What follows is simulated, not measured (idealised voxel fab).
Module name: voxel trench capacitor (process module)
Cross-section cut spans 185 nm and uses square cells 5 nm in size.
Cross-section = grid of square cells, listed top down in bands; band = one or more rows.
Band entry format. Leading values: height of top, height of bottom, nm. Remainder: materials in left-to-right order, each with its width in nm. Special words: "full width" on a single material, which then fills the band edge to edge; "blank", empty space.
Counting heights begins at 0, where everything beneath is, in the wafer as received, one material. The lowest band has no bottom; it goes on downwards, as "0 -> down" shows.
Top row gets the first number, bottom row gets the second, and each row in between changes by the same step: that is how a band width like "30->40" works.
Where a step carries "nothing changed", the cross-section came out of it unchanged, cell for cell.
Heads up: "Sealed void inventory" only lists the empty pockets with no open path to the top that are 8 cells or more, and it writes them as width x height at distance, distance from the left edge, in nm.
Text after the settings on a step's line: the simulator's own remark on that step.
What "overlay nm" on a step's line means: if the step has a mask, that mask lay this far to the right of its planned place, or, when the value is negative, to the left.
[Here's what the planned process steps look like]
1 RECEIVE [material Si]
2 CONFORMAL_DEP [material SiN] [thk nm 10]
3 DIRECTIONAL_DEP [material aC] [thk nm 15]
4 PATTERN [tone open] [mask id TRENCH] [material resist] [width nm 30] [pitch nm 50] [thk nm 35] [overlay nm 0]
5 DIRECTIONAL_ETCH [etch materials aC] [depth nm 15]
6 STRIP [etch materials resist]
7 DIRECTIONAL_ETCH [etch materials SiN] [depth nm 10]
8 DIRECTIONAL_ETCH [etch materials Si] [depth nm 25]
9 STRIP [etch materials aC]
10 CONFORMAL_DEP [material Al2O3] [thk nm 5]
11 CONFORMAL_DEP [material TiN] [thk nm 5]
12 FILL_DEP [material W] [thk nm 5]
13 CMP [height nm 10]
[The first of the two wafers, which ran as planned]
[Cross-section of the wafer at receipt, which is the condition after step 1]
- 0 -> down: Si full width
- Sealed void inventory: none
[So this is the wafer cross-section right after step 2]
- 10 -> 0: SiN full width
- Below a height of 0, the structure has not been altered.
[So this is the wafer cross-section right after step 3]
- 25 -> 10: aC full width
- Below a height of 10, the structure has not been altered.
[So this is the wafer cross-section right after step 4]
- 60 -> 25: 50 nm resist / 30 nm blank / 20 nm resist / 30 nm blank / 55 nm resist
- Below a height of 25, the structure has not been altered.
[So this is the wafer cross-section right after step 5]
- 45 -> 25: 50 nm resist / 30 nm blank / 20 nm resist / 30 nm blank / 55 nm resist
- 25 -> 10: 50 nm aC / 30 nm blank / 20 nm aC / 30 nm blank / 55 nm aC
- Below a height of 10, the structure has not been altered.
[So this is the wafer cross-section right after step 6]
- 25 -> 10: 50 nm aC / 30 nm blank / 20 nm aC / 30 nm blank / 55 nm aC
- Below a height of 10, the structure has not been altered.
[So this is the wafer cross-section right after step 7]
- 25 -> 10: 50 nm aC / 30 nm blank / 20 nm aC / 30 nm blank / 55 nm aC
- 10 -> 0: 50 nm SiN / 30 nm blank / 20 nm SiN / 30 nm blank / 55 nm SiN
- Below a height of 0, the structure has not been altered.
[So this is the wafer cross-section right after step 8]
- 25 -> 10: 50 nm aC / 30 nm blank / 20 nm aC / 30 nm blank / 55 nm aC
- 10 -> 0: 50 nm SiN / 30 nm blank / 20 nm SiN / 30 nm blank / 55 nm SiN
- 0 -> -25: 50 nm Si / 30 nm blank / 20 nm Si / 30 nm blank / 55 nm Si
- Below a height of -25, the structure has not been altered.
[So this is the wafer cross-section right after step 9]
- 10 -> 0: 50 nm SiN / 30 nm blank / 20 nm SiN / 30 nm blank / 55 nm SiN
- Below a height of 0, the structure has not been altered.
[So this is the wafer cross-section right after step 10]
- 15 -> 10: 55 nm Al2O3 / 20 nm blank / 30 nm Al2O3 / 20 nm blank / 60 nm Al2O3
- 10 -> 0: 50 nm SiN / 5 nm Al2O3 / 20 nm blank / 5 nm Al2O3 / 20 nm SiN / 5 nm Al2O3 / 20 nm blank / 5 nm Al2O3 / 55 nm SiN
- 0 -> -20: 50 nm Si / 5 nm Al2O3 / 20 nm blank / 5 nm Al2O3 / 20 nm Si / 5 nm Al2O3 / 20 nm blank / 5 nm Al2O3 / 55 nm Si
- -20 -> -25: 50 nm Si / 30 nm Al2O3 / 20 nm Si / 30 nm Al2O3 / 55 nm Si
- Below a height of -25, the structure has not been altered.
[So this is the wafer cross-section right after step 11]
- 20 -> 15: 60 nm TiN / 10 nm blank / 40 nm TiN / 10 nm blank / 65 nm TiN
- 15 -> 10: 55 nm Al2O3 / 5 nm TiN / 10 nm blank / 5 nm TiN / 30 nm Al2O3 / 5 nm TiN / 10 nm blank / 5 nm TiN / 60 nm Al2O3
- 10 -> 0: 50 nm SiN / 5 nm Al2O3 / 5 nm TiN / 10 nm blank / 5 nm TiN / 5 nm Al2O3 / 20 nm SiN / 5 nm Al2O3 / 5 nm TiN / 10 nm blank / 5 nm TiN / 5 nm Al2O3 / 55 nm SiN
- 0 -> -15: 50 nm Si / 5 nm Al2O3 / 5 nm TiN / 10 nm blank / 5 nm TiN / 5 nm Al2O3 / 20 nm Si / 5 nm Al2O3 / 5 nm TiN / 10 nm blank / 5 nm TiN / 5 nm Al2O3 / 55 nm Si
- -15 -> -20: 50 nm Si / 5 nm Al2O3 / 20 nm TiN / 5 nm Al2O3 / 20 nm Si / 5 nm Al2O3 / 20 nm TiN / 5 nm Al2O3 / 55 nm Si
- Below a height of -20, the structure has not been altered.
[So this is the wafer cross-section right after step 12]
- 25 -> 20: W full width
- 20 -> 15: 60 nm TiN / 10 nm W / 40 nm TiN / 10 nm W / 65 nm TiN
- 15 -> 10: 55 nm Al2O3 / 5 nm TiN / 10 nm W / 5 nm TiN / 30 nm Al2O3 / 5 nm TiN / 10 nm W / 5 nm TiN / 60 nm Al2O3
- 10 -> 0: 50 nm SiN / 5 nm Al2O3 / 5 nm TiN / 10 nm W / 5 nm TiN / 5 nm Al2O3 / 20 nm SiN / 5 nm Al2O3 / 5 nm TiN / 10 nm W / 5 nm TiN / 5 nm Al2O3 / 55 nm SiN
- 0 -> -15: 50 nm Si / 5 nm Al2O3 / 5 nm TiN / 10 nm W / 5 nm TiN / 5 nm Al2O3 / 20 nm Si / 5 nm Al2O3 / 5 nm TiN / 10 nm W / 5 nm TiN / 5 nm Al2O3 / 55 nm Si
- Below a height of -15, the structure has not been altered.
[So this is the wafer cross-section right after step 13]
- 10 -> 0: 50 nm SiN / 5 nm Al2O3 / 5 nm TiN / 10 nm W / 5 nm TiN / 5 nm Al2O3 / 20 nm SiN / 5 nm Al2O3 / 5 nm TiN / 10 nm W / 5 nm TiN / 5 nm Al2O3 / 55 nm SiN
- Below a height of 0, the structure has not been altered.
[Notes, second wafer: start = first wafer's, plan = first wafer's, execution had one mistake; history identical to first through step 12]
when step 13 should have ended: nothing changed
What went wrong in running the wafer? the plan's step 13 was left out and never carried out
It is noted that, at the conclusion of processing, the second wafer exhibits a higher or lower cell count for certain materials relative to the first: 29 more of Al2O3 | 37 more of TiN | 45 more of W
